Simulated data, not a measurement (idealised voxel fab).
process module | voxel fin reveal
cross-section cut | 205 nm wide | cells 5 nm
A cross-section is a grid of square cells, given in bands from the top down. A band is one or more rows of cells.
Each band's line starts with the height of the band's top and of its bottom, in nm. Then come its materials from left to right, each with its width in nm. One material with "throughout" fills the band from edge to edge. "air" is empty space.
Height 0 is the level under which the wafer as received is all one material. The lowest band goes on downwards, as in "0 down".
A width such as "30 to 40" changes by the same amount from each row of cells to the next, from the band's top row to its bottom row.
"no change" after a step means that no cell of the cross-section changed.
closed voids: empty space of 8 cells or more with no open way to the top, each as width x height at its distance from the left edge, in nm
after a step's settings: what the simulator itself notes on the step
overlay nm, on a step with a mask: how far to the right of its planned place the mask lay; to the left if negative
plan
1 op RECEIVE | material Si
2 op CONFORMAL_DEP | material SiN | thk nm 5
3 op DIRECTIONAL_DEP | material aC | thk nm 10
4 op PATTERN | tone cover | mask id FINS | material resist | width nm 15 | pitch nm 45 | thk nm 30 | overlay nm 0
5 op DIRECTIONAL_ETCH | etch materials aC | depth nm 10
6 op STRIP | etch materials resist
7 op DIRECTIONAL_ETCH | etch materials SiN | depth nm 5
8 op DIRECTIONAL_ETCH | etch materials Si | depth nm 35
9 op STRIP | etch materials aC
10 op FILL_DEP | material SiO2 | thk nm 15
11 op CMP | height nm 5
12 op SELECTIVE_ETCH | etch materials SiO2 | depth nm 15
13 op STRIP | etch materials SiN
14 op CONFORMAL_DEP | material HfO2 | thk nm 5
varied across the wafers: width nm of step 4. The plan shows the first wafer's value. All wafers start alike
first wafer as received, after step 1
  0 down: Si throughout
  closed voids: none
first wafer at the end, after step 14
  5 to 0: air 45 | HfO2 25 | air 20 | HfO2 25 | air 20 | HfO2 25 | air 45
  0 to -5: air 45 | HfO2 5 | Si 15 | HfO2 5 | air 20 | HfO2 5 | Si 15 | HfO2 5 | air 20 | HfO2 5 | Si 15 | HfO2 5 | air 45
  -5 to -10: HfO2 50 | Si 15 | HfO2 30 | Si 15 | HfO2 30 | Si 15 | HfO2 50
  -10 to -35: SiO2 50 | Si 15 | SiO2 30 | Si 15 | SiO2 30 | Si 15 | SiO2 50
  -35 down: Si throughout
  closed voids: none
last wafer at the end
  5 to 0: air 40 | HfO2 40 | air 5 | HfO2 40 | air 5 | HfO2 40 | air 35
  0 to -5: air 40 | HfO2 5 | Si 30 | HfO2 5 | air 5 | HfO2 5 | Si 30 | HfO2 5 | air 5 | HfO2 5 | Si 30 | HfO2 5 | air 35
  -5 to -10: HfO2 45 | Si 30 | HfO2 15 | Si 30 | HfO2 15 | Si 30 | HfO2 40
  -10 to -35: SiO2 45 | Si 30 | SiO2 15 | Si 30 | SiO2 15 | Si 30 | SiO2 40
  -35 down: Si throughout
  closed voids: none
each wafer at the end: cells of each material gained (+) or lost (-) since it was received, then its closed voids
width nm 15 | +53 HfO2 | -224 Si | +160 SiO2 | closed voids: none
width nm 20 | +53 HfO2 | -203 Si | +145 SiO2 | closed voids: none
width nm 25 | +53 HfO2 | -182 Si | +130 SiO2 | closed voids: none
width nm 30 | +53 HfO2 | -161 Si | +115 SiO2 | closed voids: none
